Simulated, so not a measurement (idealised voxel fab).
process module | voxel self aligned contacts
cross-section cut | 270 nm wide | cells 5 nm
A cross-section is a grid of square cells, given in bands from the top down. A band is one or more rows of cells.
Each band's line starts with the height of the band's top and of its bottom, in nm. Then come its materials from left to right, each with its width in nm. One material with "throughout" fills the band from edge to edge. "air" is empty space.
Height 0 is the level under which the wafer as received is all one material. The lowest band goes on downwards, as in "0 down".
A width such as "30 to 40" changes by the same amount from each row of cells to the next, from the band's top row to its bottom row.
"no change" after a step means that no cell of the cross-section changed.
closed voids: empty space of 8 cells or more with no open way to the top, each as width x height at its distance from the left edge, in nm
after a step's settings: what the simulator itself notes on the step
overlay nm, on a step with a mask: how far to the right of its planned place the mask lay; to the left if negative
plan
1 op RECEIVE | material Si
2 op OXIDIZE | depth nm 5
3 op DIRECTIONAL_DEP | material polySi | thk nm 30
4 op DIRECTIONAL_DEP | material SiN | thk nm 20
5 op DIRECTIONAL_DEP | material aC | thk nm 15
6 op PATTERN | tone cover | mask id GATE | material resist | width nm 25 | pitch nm 55 | thk nm 30 | overlay nm 0
7 op DIRECTIONAL_ETCH | etch materials aC | depth nm 15
8 op STRIP | etch materials resist
9 op DIRECTIONAL_ETCH | etch materials SiN | depth nm 20
10 op DIRECTIONAL_ETCH | etch materials polySi | depth nm 30
11 op STRIP | etch materials aC
12 op CONFORMAL_DEP | material SiN | thk nm 5
13 op DIRECTIONAL_ETCH | etch materials SiN | depth nm 5
14 op FILL_DEP | material SiO2 | thk nm 15
15 op CMP | height nm 60
16 op MASKED_ETCH | tone open | mask id CONTACT | width nm 40 | etch materials SiO2 | depth nm 65 | overlay nm 0
17 op CONFORMAL_DEP | material TiN | thk nm 5
18 op FILL_DEP | material W | thk nm 5
19 op CMP | height nm 60
20 op CONFORMAL_DEP | material SiCN | thk nm 5
as received, after step 1
  0 down: Si throughout
  closed voids: none
a wafer at the end: this start, this plan, one mistake
  65 to 60: SiCN throughout
  60 to 50: SiO2 115 | TiN 5 to 15 | W 35 to 10 | TiN 5 to 20 | SiO2 110
  50 to 30: SiO2 90 | SiN 35 | TiN 5 | W 10 | TiN 5 | SiN 35 | SiO2 90
  30 to 0: SiO2 90 | SiN 5 | polySi 25 | SiN 5 | TiN 5 | W 10 | TiN 5 | SiN 5 | polySi 25 | SiN 5 | SiO2 90
  0 to -5: SiO2 125 | TiN 20 | SiO2 125
  -5 down: Si throughout
  closed voids: none
what went wrong: step 16 ran as: op MASKED_ETCH | tone open | mask id CONTACT | width nm 45 | etch materials SiO2 | depth nm 65 | overlay nm 0
